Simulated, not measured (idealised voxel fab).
Process module heading - voxel wiring stack
Square cells of 5 nm make up the cross-section cut, whose width is 165 nm.
Notation: cross-section as square-cell grid; stated in bands, top first, going down; one or more cell rows per band. First you get the band's top height and its bottom height, in nm, and then the materials it's made of, left to right, with each width in nm. If you see a single material with "everywhere", that one covers the band edge to edge. "air" is empty space. Heights are expressed relative to 0, this being the level below which the as-received wafer comprises one material exclusively. The lowest band is unbounded in the downward direction and is denoted as in "0..down". Read "30..40" as a graded width: first number on top, second number at the bottom, same change between each pair of neighbouring rows. Basically "same as before" means that step didn't change any cell in the cross-section. Completely sealed voids: empty space of 8 cells or more with no open way to the top, each as width x height at its distance from the left edge, in nm. Heads up: the bit after the settings on a step's line is the simulator's remark on that step. "overlay nm" answers the question of how far to the right of plan the mask lay on a step that has a mask, and when it is negative the answer is to the left.

SO HERE'S THE LINEUP OF PROCESS STEPS WE PLANNED
step 1: RECEIVE (material Si)
step 2: CONFORMAL_DEP (material SiO2; thk nm 10)
step 3: CONFORMAL_DEP (material SiCN; thk nm 5)
step 4: DIRECTIONAL_DEP (material lowk; thk nm 20)
step 5: MASKED_ETCH (tone open; mask id METAL_1; width nm 20; pitch nm 35; etch materials lowk; depth nm 20; overlay nm 0)
step 6: MASKED_ETCH (tone open; mask id METAL_1; width nm 20; pitch nm 35; etch materials SiCN; depth nm 5; overlay nm 0)
step 7: CONFORMAL_DEP (material TiN; thk nm 5)
step 8: FILL_DEP (material Ru; thk nm 10)
step 9: CMP (height nm 35)
step 10: CONFORMAL_DEP (material SiCN; thk nm 5)
step 11: DIRECTIONAL_DEP (material SiO2; thk nm 25)
step 12: MASKED_ETCH (tone open; mask id METAL_2; width nm 20; pitch nm 35; etch materials SiO2; depth nm 20; overlay nm 0)
step 13: MASKED_ETCH (tone open; mask id METAL_2_HOLES; width nm 15; pitch nm 70; etch materials SiO2; depth nm 15; overlay nm 0)
step 14: MASKED_ETCH (tone open; mask id METAL_2_HOLES; width nm 15; pitch nm 70; etch materials SiCN; depth nm 5; overlay nm 0)
step 15: CONFORMAL_DEP (material TiN; thk nm 5)
step 16: FILL_DEP (material Cu; thk nm 5)
step 17: CMP (height nm 75)
step 18: CONFORMAL_DEP (material SiCN; thk nm 5)
Be aware that, although all wafers share a common starting state, the thk nm at step 11 differs among them, and the plan displays the first wafer's value.

CROSS-SECTION OF THE FIRST OF SEVERAL WAFERS ON RECEIPT, REFLECTING COMPLETION OF STEP 1
    0..down = Si everywhere
    Completely sealed voids: none

BELOW: A ROW PER WAFER. CONTENTS AT END OF MODULE: FOR EVERY MATERIAL, CELLS GAINED SINCE RECEIPT (+) OR LOST SINCE RECEIPT (-); THEN CLOSED VOIDS
thk nm 25, +61 Cu, +24 Ru, +81 SiCN, +177 SiO2, +101 TiN, +84 lowk, Completely sealed voids: none
thk nm 30, +30 Cu, +24 Ru, +81 SiCN, +204 SiO2, +105 TiN, +84 lowk, Completely sealed voids: none
thk nm 35, +26 Cu, +24 Ru, +81 SiCN, +231 SiO2, +82 TiN, +84 lowk, Completely sealed voids: none
thk nm 40, +18 Cu, +24 Ru, +87 SiCN, +243 SiO2, +72 TiN, +84 lowk, Completely sealed voids: none
thk nm 45, +12 Cu, +24 Ru, +87 SiCN, +255 SiO2, +66 TiN, +84 lowk, Completely sealed voids: none
thk nm 50, +6 Cu, +24 Ru, +87 SiCN, +267 SiO2, +60 TiN, +84 lowk, Completely sealed voids: none
